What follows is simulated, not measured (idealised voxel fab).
Name of the process module below: voxel lift off
Square cells of 5 nm make up the cross-section cut, whose width is 140 nm.
In this document a cross-section is written as a grid of square cells. It is given as a series of bands, listed from the top down, and a band is one or more rows of cells. First you get the band's top height and its bottom height, in nm, and then the materials it's made of, left to right, with each width in nm. If you see a single material with "everywhere", that one covers the band edge to edge. "empty" is empty space. Zero point of the height axis is 0; under it, received wafer = one material. Lowest band: continues down indefinitely, "from 0 down". A two-number width, for instance "30 to 40", indicates that the width is equal to the first number in the top row of the band and to the second number in the bottom row, and that it changes by a constant amount per row of cells. Where the words "no alteration" appear for a step, the cross-section shows no cell changed by that step; every cell remained as before. "Closed void list" specifies each empty space that is not open to the top and that occupies no fewer than 8 cells, using the form width x height at distance, the distance measured from the left edge and all three quantities in nm. Note: text after step settings on the step line = simulator remark on that step. overlay nm: step with mask; distance mask lay right of planned place; negative value = left of planned place.
[Planned process steps]
1. RECEIVE (material Si)
2. CONFORMAL_DEP (material Al2O3; thk nm 5)
3. PATTERN (tone open; mask id LINES; material resist; width nm 20; pitch nm 45; thk nm 20; overlay nm 0)
4. DIRECTIONAL_DEP (material Ru; thk nm 5)
5. STRIP (etch materials resist)
6. CONFORMAL_DEP (material SiCN; thk nm 5)
[First wafer, two in total, run as planned]
[As-received state of the wafer in cross-section, equivalent to post-step 1]
> from 0 down | Si everywhere
> Closed void list: none
[After step 2: wafer cross-section]
> from 5 to 0 | Al2O3 everywhere
> Whatever lies below 0 is exactly as it was before.
[After step 3: wafer cross-section]
> from 25 to 5 | 15 nm resist  20 nm empty  25 nm resist  20 nm empty  25 nm resist  20 nm empty  15 nm resist
> Whatever lies below 5 is exactly as it was before.
[After step 4: wafer cross-section]
> from 30 to 25 | 15 nm Ru  20 nm empty  25 nm Ru  20 nm empty  25 nm Ru  20 nm empty  15 nm Ru
> from 25 to 10 | 15 nm resist  20 nm empty  25 nm resist  20 nm empty  25 nm resist  20 nm empty  15 nm resist
> from 10 to 5 | 15 nm resist  20 nm Ru  25 nm resist  20 nm Ru  25 nm resist  20 nm Ru  15 nm resist
> Whatever lies below 5 is exactly as it was before.
[After step 5: wafer cross-section]
> from 10 to 5 | 15 nm empty  20 nm Ru  25 nm empty  20 nm Ru  25 nm empty  20 nm Ru  15 nm empty
> Whatever lies below 5 is exactly as it was before.
[After step 6: wafer cross-section]
> from 15 to 10 | 10 nm empty  30 nm SiCN  15 nm empty  30 nm SiCN  15 nm empty  30 nm SiCN  10 nm empty
> from 10 to 5 | 15 nm SiCN  20 nm Ru  25 nm SiCN  20 nm Ru  25 nm SiCN  20 nm Ru  15 nm SiCN
> Whatever lies below 5 is exactly as it was before.
[Second wafer. Start and plan as for the first. One mistake made in running. Agrees with the first up to and including step 2]
[Cross-sectional representation of the second wafer at the time designated in the plan for the completion of step 3]
> from 25 to 5 | 15 nm empty  20 nm resist  25 nm empty  20 nm resist  25 nm empty  20 nm resist  15 nm empty
> Whatever lies below 5 is exactly as it was before.
[Cross-sectional representation of the second wafer at the time designated in the plan for the completion of step 4]
> from 30 to 25 | 15 nm empty  20 nm Ru  25 nm empty  20 nm Ru  25 nm empty  20 nm Ru  15 nm empty
> from 25 to 10 | 15 nm empty  20 nm resist  25 nm empty  20 nm resist  25 nm empty  20 nm resist  15 nm empty
> from 10 to 5 | 15 nm Ru  20 nm resist  25 nm Ru  20 nm resist  25 nm Ru  20 nm resist  15 nm Ru
> Whatever lies below 5 is exactly as it was before.
[Cross-sectional representation of the second wafer at the time designated in the plan for the completion of step 5]
> from 10 to 5 | 15 nm Ru  20 nm empty  25 nm Ru  20 nm empty  25 nm Ru  20 nm empty  15 nm Ru
> Whatever lies below 5 is exactly as it was before.
[Cross-sectional representation of the second wafer at the time designated in the plan for the completion of step 6]
> from 15 to 10 | 20 nm SiCN  10 nm empty  35 nm SiCN  10 nm empty  35 nm SiCN  10 nm empty  20 nm SiCN
> from 10 to 5 | 15 nm Ru  20 nm SiCN  25 nm Ru  20 nm SiCN  25 nm Ru  20 nm SiCN  15 nm Ru
> Whatever lies below 5 is exactly as it was before.
Diagnosis: so step 3 ended up running with a different setting than we planned, it ran as PATTERN (tone cover; mask id LINES; material resist; width nm 20; pitch nm 45; thk nm 20; overlay nm 0)
Heads up, by the end the second wafer has more or fewer cells of some materials compared to the first: 4 more of Ru
